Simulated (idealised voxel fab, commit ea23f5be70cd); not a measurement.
The process module that follows is named voxel gate over fins.
Cross-section cut: width 150 nm, square cells of 5 nm.
This document writes a cross-section as a grid whose cells are square, and gives it as bands, listed from the top down; one or more rows of cells form a band.
Heights first: top, then bottom, in nm. Then materials, left to right, each with a width in nm. "all across" on a single material: fills the band edge to edge. "blank": empty space.
Height is counted from the level 0, under which the received wafer is composed throughout of one material. The lowest of the bands is not closed at the bottom but continues downward, in the notation "from 0 down".
The expression "30..40" gives the width at the extremes of the band, the first number at its top row of cells and the second at its bottom row, with the width changing by equal amounts from each row to the next in between.
The cross-section has no changed cell in any step marked "nothing altered".
In "Enclosed cavities" the enclosed voids are listed, meaning empty spaces of 8 cells or larger without any opening to the top. The form is width x height at distance, distance from the left edge, units nm.
It should be noted that, on the line of a given step, the content following the step's settings is a remark produced by the simulator itself with respect to that step.
overlay nm: mask right of planned place by this much (step with mask). Neg. = left.

The process steps that were planned are listed below
1,RECEIVE: material Si
2,CONFORMAL_DEP: material SiN, thk nm 10
3,DIRECTIONAL_DEP: material aC, thk nm 10
4,PATTERN: tone cover, mask id FINS, material resist, width nm 15, pitch nm 35, thk nm 25, overlay nm 0
5,DIRECTIONAL_ETCH: etch materials aC, depth nm 10
6,STRIP: etch materials resist
7,DIRECTIONAL_ETCH: etch materials SiN, depth nm 10
8,DIRECTIONAL_ETCH: etch materials Si, depth nm 35
9,STRIP: etch materials aC
10,FILL_DEP: material SiO2, thk nm 10
11,CMP: height nm 10
12,SELECTIVE_ETCH: etch materials SiO2, depth nm 20
13,STRIP: etch materials SiN
14,CONFORMAL_DEP: material HfO2, thk nm 5
15,CONFORMAL_DEP: material TiN, thk nm 5
16,FILL_DEP: material W, thk nm 15
17,CMP: height nm 20
18,CONFORMAL_DEP: material SiCN, thk nm 5

Cross-section: wafer on arrival = after step 1
	from 0 down | Si all across
	Enclosed cavities: none

Result of the module, cross-sectioned: start per above, plan per above, one error in how it was run
	from 25 to 20 | SiCN all across
	from 20 to 10 | W all across
	from 10 to 5 | W (5), then TiN (140), then W (5)
	from 5 to 0 | W (5), then TiN (5), then HfO2 (25), then TiN (10), then HfO2 (25), then TiN (10), then HfO2 (25), then TiN (10), then HfO2 (25), then TiN (5), then W (5)
	from 0 to -5 | TiN (10), then HfO2 (5), then Si (15), then HfO2 (5), then TiN (10), then HfO2 (5), then Si (15), then HfO2 (5), then TiN (10), then HfO2 (5), then Si (15), then HfO2 (5), then TiN (10), then HfO2 (5), then Si (15), then HfO2 (5), then TiN (10)
	from -5 to -10 | HfO2 (15), then Si (15), then HfO2 (20), then Si (15), then HfO2 (20), then Si (15), then HfO2 (20), then Si (15), then HfO2 (15)
	from -10 to -40 | SiO2 (15), then Si (15), then SiO2 (20), then Si (15), then SiO2 (20), then Si (15), then SiO2 (20), then Si (15), then SiO2 (15)
	from -40 down | Si all across
	Enclosed cavities: none
Run error: in deviation from the planned setting, step 8 was conducted as DIRECTIONAL_ETCH: etch materials Si, depth nm 40
